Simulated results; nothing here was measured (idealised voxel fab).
Process module under the name voxel gate over fins
cross-section cut | 260 nm wide | cells 5 nm
When this document writes out a cross-section, it uses a grid of square cells and lists it as bands, beginning at the top and moving down, with a band standing for one or more rows of cells.
Band: top height; bottom height; in nm. Then, left to right: material with width in nm, for each material. "full width": a single material spanning edge to edge. "blank": empty space.
Heights are measured from 0, the level below which the as-received wafer is all one material; the lowest band has no bottom and continues downward, written as in "from 0 down".
The notation "30->40" denotes a width that varies across the rows of cells in the band, beginning at the first number in the top row, finishing at the second number in the bottom row, and changing by an identical amount from each row to the next.
Given "no change" for a step, no cell of the cross-section differs between before and after that step.
Any empty space of 8 cells or more lacking an open way to the top shows up in "Enclosed void list" as width x height at distance, distance from the left edge, in nm.
The remark found on a step's line after its settings is issued by the simulator itself and pertains to that step.
When a step includes a mask, the "overlay nm" setting on its line states how far to the right of its planned place that mask lay, and negative values state how far to the left.
# Intended process steps
| 1 | RECEIVE: material Si |
| 2 | CONFORMAL_DEP: material SiN, thk nm 5 |
| 3 | DIRECTIONAL_DEP: material aC, thk nm 15 |
| 4 | PATTERN: tone cover, mask id FINS, material resist, width nm 15, pitch nm 40, thk nm 30, overlay nm 0 |
| 5 | DIRECTIONAL_ETCH: etch materials aC, depth nm 15 |
| 6 | STRIP: etch materials resist |
| 7 | DIRECTIONAL_ETCH: etch materials SiN, depth nm 5 |
| 8 | DIRECTIONAL_ETCH: etch materials Si, depth nm 35 |
| 9 | STRIP: etch materials aC |
| 10 | OXIDIZE: depth nm 5 |
| 11 | FILL_DEP: material SiO2, thk nm 10 |
| 12 | CMP: height nm 5 |
| 13 | SELECTIVE_ETCH: etch materials SiO2, depth nm 5 |
| 14 | STRIP: etch materials SiN |
| 15 | CONFORMAL_DEP: material HfO2, thk nm 5 |
| 16 | CONFORMAL_DEP: material TiN, thk nm 5 |
| 17 | FILL_DEP: material W, thk nm 15 |
| 18 | CMP: height nm 20 |
| 19 | CONFORMAL_DEP: material SiCN, thk nm 10 |
The plan shows the depth nm of step 13 as the first wafer had it; this setting differs between the wafers, which start out alike.
# Sectional view: first of several wafers, as received, after step 1
    from 0 down = Si full width
    Enclosed void list: none
# Once step 19, the last step, is complete, the module is at its end; this is the cross-section of the first of several wafers
    from 30 to 20 = SiCN full width
    from 20 to 10 = W full width
    from 10 to 5 = TiN full width
    from 5 to 0 = HfO2 full width
    from 0 to -40 = SiO2 65 nm; Si 5 nm; SiO2 35 nm; Si 5 nm; SiO2 35 nm; Si 5 nm; SiO2 35 nm; Si 5 nm; SiO2 70 nm
    from -40 down = Si full width
    Enclosed void list: none
# End of module: cross-section, last of several wafers
    from 30 to 20 = SiCN full width
    from 20 to 10 = W full width
    from 10 to 5 = W 55 nm; TiN 25 nm; W 15 nm; TiN 25 nm; W 15 nm; TiN 25 nm; W 15 nm; TiN 25 nm; W 60 nm
    from 5 to 0 = W 55 nm; TiN 5 nm; HfO2 15 nm; TiN 5 nm; W 15 nm; TiN 5 nm; HfO2 15 nm; TiN 5 nm; W 15 nm; TiN 5 nm; HfO2 15 nm; TiN 5 nm; W 15 nm; TiN 5 nm; HfO2 15 nm; TiN 5 nm; W 60 nm
    from 0 to -15 = W 55 nm; TiN 5 nm; HfO2 5 nm; Si 5 nm; HfO2 5 nm; TiN 5 nm; W 15 nm; TiN 5 nm; HfO2 5 nm; Si 5 nm; HfO2 5 nm; TiN 5 nm; W 15 nm; TiN 5 nm; HfO2 5 nm; Si 5 nm; HfO2 5 nm; TiN 5 nm; W 15 nm; TiN 5 nm; HfO2 5 nm; Si 5 nm; HfO2 5 nm; TiN 5 nm; W 60 nm
    from -15 to -20 = TiN 60 nm; HfO2 5 nm; Si 5 nm; HfO2 5 nm; TiN 25 nm; HfO2 5 nm; Si 5 nm; HfO2 5 nm; TiN 25 nm; HfO2 5 nm; Si 5 nm; HfO2 5 nm; TiN 25 nm; HfO2 5 nm; Si 5 nm; HfO2 5 nm; TiN 65 nm
    from -20 to -25 = HfO2 65 nm; Si 5 nm; HfO2 35 nm; Si 5 nm; HfO2 35 nm; Si 5 nm; HfO2 35 nm; Si 5 nm; HfO2 70 nm
    from -25 to -40 = SiO2 65 nm; Si 5 nm; SiO2 35 nm; Si 5 nm; SiO2 35 nm; Si 5 nm; SiO2 35 nm; Si 5 nm; SiO2 70 nm
    from -40 down = Si full width
    Enclosed void list: none
# Per wafer (row), end of module: delta in cells per material since receipt, (+) for gained, (-) for lost; closed voids after that
depth nm 5; +52 HfO2; -384 Si; +104 SiCN; +384 SiO2; +52 TiN; +104 W; Enclosed void list: none
depth nm 10; +60 HfO2; -384 Si; +104 SiCN; +336 SiO2; +60 TiN; +136 W; Enclosed void list: none
depth nm 15; +68 HfO2; -384 Si; +104 SiCN; +288 SiO2; +68 TiN; +168 W; Enclosed void list: none
depth nm 20; +76 HfO2; -384 Si; +104 SiCN; +240 SiO2; +76 TiN; +200 W; Enclosed void list: none
depth nm 25; +84 HfO2; -384 Si; +104 SiCN; +192 SiO2; +84 TiN; +232 W; Enclosed void list: none
depth nm 30; +92 HfO2; -384 Si; +104 SiCN; +144 SiO2; +92 TiN; +264 W; Enclosed void list: none
